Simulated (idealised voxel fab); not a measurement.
Process module, titled voxel transistor to metal
The cross-section shown here is cut; it is 300 nm wide and divided into square cells measuring 5 nm on a side.
Cross-sections here: square-cell grids, written as top-down lists of bands, a band being one or more rows of cells.
What a band's entry tells you: where the top is and where the bottom is, as heights in nm, and after that what lies inside, material by material from left to right, each with its width in nm. Empty space is written as the word "air", and a single material marked with the word "everywhere" occupies the band from edge to edge.
Heights are reckoned from 0. Under this level, the received wafer is all of one material. The bottommost band is open-ended downward, for example "top 0, no bottom".
A two-number width, for instance "30 to 40", indicates that the width is equal to the first number in the top row of the band and to the second number in the bottom row, and that it changes by a constant amount per row of cells.
"all unchanged" for a step: no cell of the cross-section changed in that step.
Empty spaces counting at least 8 cells and having no open way to the top are listed in "Unvented internal voids". The notation width x height at distance is used for each, the distance being from the left edge and all three values in nm.
Read whatever lies past the settings on a step's line as the simulator's own remark about the step.
A step's line can hold "overlay nm"; with a mask on that step, the setting says how far right of the planned place the mask lay, while a negative setting says it lay to the left.

-- Steps planned for the process
| 1 | RECEIVE [material Si] |
| 2 | OXIDIZE [depth nm 5] |
| 3 | CONFORMAL_DEP [material SiN] [thk nm 15] |
| 4 | PATTERN [tone cover] [mask id ACTIVE] [material resist] [width nm 90] [pitch nm 110] [thk nm 20] [overlay nm 0] |
| 5 | DIRECTIONAL_ETCH [etch materials SiN] [depth nm 15] |
| 6 | DIRECTIONAL_ETCH [etch materials SiO2] [depth nm 5] |
| 7 | DIRECTIONAL_ETCH [etch materials Si] [depth nm 30] |
| 8 | STRIP [etch materials resist] |
| 9 | OXIDIZE [depth nm 5] |
| 10 | FILL_DEP [material SiO2] [thk nm 10] |
| 11 | CMP [height nm 15] |
| 12 | SELECTIVE_ETCH [etch materials SiO2] [depth nm 5] |
| 13 | STRIP [etch materials SiN] |
| 14 | SELECTIVE_ETCH [etch materials SiO2] [depth nm 5] |
| 15 | OXIDIZE [depth nm 5] |
| 16 | DIRECTIONAL_DEP [material polySi] [thk nm 30] |
| 17 | DIRECTIONAL_DEP [material SiCN] [thk nm 10] |
| 18 | MASKED_ETCH [tone cover] [mask id GATE] [width nm 20] [pitch nm 110] [etch materials SiCN] [depth nm 20] [overlay nm 0] |
| 19 | MASKED_ETCH [tone cover] [mask id GATE] [width nm 20] [pitch nm 110] [etch materials polySi] [depth nm 40] [overlay nm 0] |
| 20 | CONFORMAL_DEP [material SiO2] [thk nm 5] |
| 21 | DIRECTIONAL_ETCH [etch materials SiO2] [depth nm 5] |
| 22 | CONFORMAL_DEP [material SiN] [thk nm 5] |
| 23 | DIRECTIONAL_ETCH [etch materials SiN] [depth nm 5] |
| 24 | DIRECTIONAL_ETCH [etch materials SiO2] [depth nm 5] |
| 25 | DIRECTIONAL_ETCH [etch materials Si] [depth nm 15] |
| 26 | EPI [material SiGe] [thk nm 15] |
| 27 | FILL_DEP [material SiO2] [thk nm 5] |
| 28 | CMP [height nm 35] |
| 29 | DIRECTIONAL_DEP [material SiO2] [thk nm 10] |
| 30 | DIRECTIONAL_DEP [material aC] [thk nm 15] |
| 31 | PATTERN [tone open] [mask id CONTACT] [material resist] [width nm 15] [thk nm 35] [overlay nm 0] |
| 32 | DIRECTIONAL_ETCH [etch materials aC] [depth nm 15] |
| 33 | STRIP [etch materials resist] |
| 34 | DIRECTIONAL_ETCH [etch materials SiO2] [depth nm 55] |
| 35 | STRIP [etch materials aC] |
| 36 | CONFORMAL_DEP [material TiN] [thk nm 5] |
| 37 | FILL_DEP [material W] [thk nm 5] |
| 38 | CMP [height nm 45] |
| 39 | DIRECTIONAL_DEP [material TiN] [thk nm 5] |
| 40 | DIRECTIONAL_DEP [material Ru] [thk nm 20] |
| 41 | PATTERN [tone cover] [mask id METAL_1] [material resist] [width nm 15] [thk nm 15] [overlay nm 0] |
| 42 | DIRECTIONAL_ETCH [etch materials Ru] [depth nm 20] |
| 43 | DIRECTIONAL_ETCH [etch materials TiN] [depth nm 5] |
| 44 | STRIP [etch materials resist] |
| 45 | CONFORMAL_DEP [material SiN] [thk nm 5] |
| 46 | FILL_DEP [material SiO2] [thk nm 10] |
| 47 | CMP [height nm 70] |
| 48 | CONFORMAL_DEP [material SiCN] [thk nm 5] |

-- Here's what the wafer looked like in cross-section when it arrived - that's after step 1
- top 0, no bottom  Si everywhere
- Unvented internal voids: none

-- Sectioned view, first of two wafers, at the close of the module, processed as intended in the plan
- top 75, bottom 70  SiCN everywhere
- top 70, bottom 50  50 SiO2, then 5 SiN, then 15 Ru, then 5 SiN, then 40 SiO2, then 5 SiN, then 15 Ru, then 5 SiN, then 20 SiO2, then 5 SiN, then 15 Ru, then 5 SiN, then 40 SiO2, then 5 SiN, then 15 Ru, then 5 SiN, then 50 SiO2
- top 50, bottom 45  55 SiN, then 15 TiN, then 50 SiN, then 15 TiN, then 30 SiN, then 15 TiN, then 50 SiN, then 15 TiN, then 55 SiN
- top 45, bottom 35  55 SiO2, then 5 TiN, then 5 W, then 5 TiN, then 50 SiO2, then 5 TiN, then 5 W, then 5 TiN, then 30 SiO2, then 5 TiN, then 5 W, then 5 TiN, then 50 SiO2, then 5 TiN, then 5 W, then 5 TiN, then 55 SiO2
- top 35, bottom 25  55 SiO2, then 5 TiN, then 5 W, then 5 TiN, then 5 SiO2, then 5 SiN, then 5 SiO2, then 20 SiCN, then 5 SiO2, then 5 SiN, then 5 SiO2, then 5 TiN, then 5 W, then 5 TiN, then 30 SiO2, then 5 TiN, then 5 W, then 5 TiN, then 5 SiO2, then 5 SiN, then 5 SiO2, then 20 SiCN, then 5 SiO2, then 5 SiN, then 5 SiO2, then 5 TiN, then 5 W, then 5 TiN, then 55 SiO2
- top 25, bottom 10  55 SiO2, then 5 TiN, then 5 W, then 5 TiN, then 5 SiO2, then 5 SiN, then 5 SiO2, then 20 polySi, then 5 SiO2, then 5 SiN, then 5 SiO2, then 5 TiN, then 5 W, then 5 TiN, then 30 SiO2, then 5 TiN, then 5 W, then 5 TiN, then 5 SiO2, then 5 SiN, then 5 SiO2, then 20 polySi, then 5 SiO2, then 5 SiN, then 5 SiO2, then 5 TiN, then 5 W, then 5 TiN, then 55 SiO2
- top 10, bottom 5  55 SiO2, then 15 TiN, then 5 SiO2, then 5 SiN, then 5 SiO2, then 20 polySi, then 5 SiO2, then 5 SiN, then 5 SiO2, then 15 TiN, then 30 SiO2, then 15 TiN, then 5 SiO2, then 5 SiN, then 5 SiO2, then 20 polySi, then 5 SiO2, then 5 SiN, then 5 SiO2, then 15 TiN, then 55 SiO2
- top 5, bottom -5  50 SiO2, then 5 SiN, then 5 TiN, then 15 SiGe, then 5 SiN, then 5 SiO2, then 20 polySi, then 5 SiO2, then 5 SiN, then 15 SiGe, then 5 TiN, then 5 SiN, then 20 SiO2, then 5 SiN, then 5 TiN, then 15 SiGe, then 5 SiN, then 5 SiO2, then 20 polySi, then 5 SiO2, then 5 SiN, then 15 SiGe, then 5 TiN, then 5 SiN, then 50 SiO2
- top -5, bottom -10  55 SiO2, then 5 TiN, then 15 SiGe, then 40 SiO2, then 15 SiGe, then 5 TiN, then 30 SiO2, then 5 TiN, then 15 SiGe, then 40 SiO2, then 15 SiGe, then 5 TiN, then 55 SiO2
- top -10, bottom -25  55 SiO2, then 20 SiGe, then 40 Si, then 20 SiGe, then 30 SiO2, then 20 SiGe, then 40 Si, then 20 SiGe, then 55 SiO2
- top -25, bottom -40  55 SiO2, then 80 Si, then 30 SiO2, then 80 Si, then 55 SiO2
- top -40, no bottom  Si everywhere
- Unvented internal voids: none

-- Wafer two cross-section, module end. Start and plan unchanged from wafer one; one mistake made during the run
- top 75, bottom 70  SiCN everywhere
- top 70, bottom 50  50 SiO2, then 5 SiN, then 15 Ru, then 5 SiN, then 40 SiO2, then 5 SiN, then 15 Ru, then 5 SiN, then 20 SiO2, then 5 SiN, then 15 Ru, then 5 SiN, then 40 SiO2, then 5 SiN, then 15 Ru, then 5 SiN, then 50 SiO2
- top 50, bottom 45  55 SiN, then 15 TiN, then 50 SiN, then 15 TiN, then 30 SiN, then 15 TiN, then 50 SiN, then 15 TiN, then 55 SiN
- top 45, bottom 40  50 W, then 5 TiN, then 15 SiO2, then 5 TiN, then 40 W, then 5 TiN, then 15 SiO2, then 5 TiN, then 20 W, then 5 TiN, then 15 SiO2, then 5 TiN, then 40 W, then 5 TiN, then 15 SiO2, then 5 TiN, then 50 W
- top 40, bottom 35  50 W, then 5 TiN, then 15 SiO2, then 50 TiN, then 15 SiO2, then 5 TiN, then 20 W, then 5 TiN, then 15 SiO2, then 50 TiN, then 15 SiO2, then 5 TiN, then 50 W
- top 35, bottom 25  50 W, then 5 TiN, then 15 SiO2, then 5 TiN, then 5 SiN, then 5 TiN, then 20 SiCN, then 5 TiN, then 5 SiN, then 5 TiN, then 15 SiO2, then 5 TiN, then 20 W, then 5 TiN, then 15 SiO2, then 5 TiN, then 5 SiN, then 5 TiN, then 20 SiCN, then 5 TiN, then 5 SiN, then 5 TiN, then 15 SiO2, then 5 TiN, then 50 W
- top 25, bottom 10  50 W, then 5 TiN, then 15 SiO2, then 5 TiN, then 5 SiN, then 5 TiN, then 20 polySi, then 5 TiN, then 5 SiN, then 5 TiN, then 15 SiO2, then 5 TiN, then 20 W, then 5 TiN, then 15 SiO2, then 5 TiN, then 5 SiN, then 5 TiN, then 20 polySi, then 5 TiN, then 5 SiN, then 5 TiN, then 15 SiO2, then 5 TiN, then 50 W
- top 10, bottom 5  45 W, then 10 TiN, then 15 SiO2, then 5 TiN, then 5 SiN, then 5 TiN, then 20 polySi, then 5 TiN, then 5 SiN, then 5 TiN, then 15 SiO2, then 10 TiN, then 10 W, then 10 TiN, then 15 SiO2, then 5 TiN, then 5 SiN, then 5 TiN, then 20 polySi, then 5 TiN, then 5 SiN, then 5 TiN, then 15 SiO2, then 10 TiN, then 45 W
- top 5, bottom -5  45 W, then 5 TiN, then 5 SiN, then 5 SiO2, then 15 SiGe, then 5 SiN, then 5 TiN, then 20 polySi, then 5 TiN, then 5 SiN, then 15 SiGe, then 5 SiO2, then 5 SiN, then 5 TiN, then 10 W, then 5 TiN, then 5 SiN, then 5 SiO2, then 15 SiGe, then 5 SiN, then 5 TiN, then 20 polySi, then 5 TiN, then 5 SiN, then 15 SiGe, then 5 SiO2, then 5 SiN, then 5 TiN, then 45 W
- top -5, bottom -10  50 TiN, then 10 SiO2, then 15 SiGe, then 5 SiO2, then 5 TiN, then 20 SiO2, then 5 TiN, then 5 SiO2, then 15 SiGe, then 10 SiO2, then 20 TiN, then 10 SiO2, then 15 SiGe, then 5 SiO2, then 5 TiN, then 20 SiO2, then 5 TiN, then 5 SiO2, then 15 SiGe, then 10 SiO2, then 50 TiN
- top -10, bottom -25  55 SiO2, then 20 SiGe, then 40 Si, then 20 SiGe, then 30 SiO2, then 20 SiGe, then 40 Si, then 20 SiGe, then 55 SiO2
- top -25, bottom -40  55 SiO2, then 80 Si, then 30 SiO2, then 80 Si, then 55 SiO2
- top -40, no bottom  Si everywhere
- Unvented internal voids: none
Processing error: step 31 was processed under conditions differing from the plan, specifically as PATTERN [tone cover] [mask id CONTACT] [material resist] [width nm 15] [thk nm 35] [overlay nm 0]
Heads up, by the end the second wafer has more or fewer cells of some materials compared to the first: 288 fewer of SiO2; 72 more of TiN; 216 more of W
